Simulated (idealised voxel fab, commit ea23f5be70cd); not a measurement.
The following is a process module called voxel capacitor over wiring.
The cross-section on display is named cut; it measures 170 nm wide, and its cells are 5 nm squares.
How to read a cross-section here: the picture is a grid of square cells, written as bands going from the top down, and any band can span one or more rows of cells. Per band: top height and bottom height in nm, followed by the left-to-right materials and their widths in nm; "all across" marks a single material spanning edge to edge, "air" marks empty space. Below 0: as-received wafer, all one material; heights counted from there. Lowest band: no bottom, goes on down, written "0 down". Per-row width for "30->40": begins at first number (top row of band), ends at second number (bottom row), increment between rows held constant. Given "left unchanged" for a step, no cell of the cross-section differs between before and after that step. Heads up: "Enclosed internal cavities" only lists the empty pockets with no open path to the top that are 8 cells or more, and it writes them as width x height at distance, distance from the left edge, in nm. On each step's line, the part that comes after the settings is the simulator's own comment on the step. The line of a step may include "overlay nm". On a step with a mask, this value is how far to the right of its planned place the mask lay. A negative value means the mask lay to the left.

Set out below are the planned steps of the process:
1) RECEIVE with material Si
2) CONFORMAL_DEP with material SiO2, thk nm 15
3) CONFORMAL_DEP with material SiN, thk nm 5
4) DIRECTIONAL_DEP with material SiO2, thk nm 25
5) DIRECTIONAL_DEP with material aC, thk nm 15
6) PATTERN with tone open, mask id METAL_1, material resist, width nm 30, pitch nm 90, thk nm 30, overlay nm 0
7) DIRECTIONAL_ETCH with etch materials aC, depth nm 15
8) STRIP with etch materials resist
9) DIRECTIONAL_ETCH with etch materials SiO2, depth nm 25
10) DIRECTIONAL_ETCH with etch materials SiN, depth nm 5
11) STRIP with etch materials aC
12) CONFORMAL_DEP with material TiN, thk nm 5
13) FILL_DEP with material Cu, thk nm 10
14) CMP with height nm 45
15) CONFORMAL_DEP with material SiCN, thk nm 5
16) DIRECTIONAL_DEP with material SiO2, thk nm 15
17) PATTERN with tone open, mask id PLUG_1, material resist, width nm 15, thk nm 20, overlay nm 0
18) DIRECTIONAL_ETCH with etch materials SiO2, depth nm 15
19) DIRECTIONAL_ETCH with etch materials SiCN, depth nm 5
20) STRIP with etch materials resist
21) CONFORMAL_DEP with material TiN, thk nm 5
22) FILL_DEP with material W, thk nm 5
23) CMP with height nm 65
24) DIRECTIONAL_DEP with material TiN, thk nm 5
25) DIRECTIONAL_DEP with material SiN, thk nm 5
26) DIRECTIONAL_DEP with material TiN, thk nm 5
27) MASKED_ETCH with tone cover, mask id UPPER_PLATE, width nm 65, etch materials TiN, depth nm 5, overlay nm 0
28) MASKED_ETCH with tone cover, mask id UPPER_PLATE, width nm 65, etch materials SiN, depth nm 5, overlay nm 0
29) DIRECTIONAL_DEP with material aC, thk nm 15
30) PATTERN with tone cover, mask id LOWER_PLATE, material resist, width nm 75, thk nm 35, overlay nm 0
31) DIRECTIONAL_ETCH with etch materials aC, depth nm 15
32) STRIP with etch materials resist
33) DIRECTIONAL_ETCH with etch materials TiN, depth nm 5
34) STRIP with etch materials aC
35) FILL_DEP with material SiO2, thk nm 15
36) CMP with height nm 90
37) MASKED_ETCH with tone open, mask id PLUG_2, width nm 15, etch materials SiO2, depth nm 10, overlay nm 0
38) CONFORMAL_DEP with material TiN, thk nm 5
39) FILL_DEP with material Cu, thk nm 5
40) CMP with height nm 90
41) CONFORMAL_DEP with material SiCN, thk nm 5

Wafer as received: cross-section following step 1:
- 0 down = Si all across
- Enclosed internal cavities: none

Below is the wafer in cross-section after the module was completed. It began from the starting point shown above and followed the plan shown above, except that one mistake was made while running it:
- 95 to 90 = SiCN all across
- 90 to 85 = SiO2: 50 / TiN: 5 / Cu: 5 / TiN: 5 / SiO2: 105
- 85 to 75 = SiO2: 50->40 / TiN: 15->65 / SiO2: 105->65
- 75 to 70 = SiO2: 40 / SiN: 65 / SiO2: 65
- 70 to 65 = SiO2: 35 / TiN: 75 / SiO2: 60
- 65 to 50 = SiO2: 40 / TiN: 5 / W: 5 / TiN: 5 / SiO2: 115
- 50 to 45 = SiCN: 40 / TiN: 15 / SiCN: 115
- 45 to 35 = SiO2: 25 / TiN: 5 / Cu: 20 / TiN: 5 / SiO2: 60 / TiN: 5 / Cu: 20 / TiN: 5 / SiO2: 25
- 35 to 30 = SiN: 25 / TiN: 30 / SiN: 60 / TiN: 30 / SiN: 25
- 30 to 0 = SiO2 all across
- 0 down = Si all across
- Enclosed internal cavities: none
Processing error: step 2 was run twice
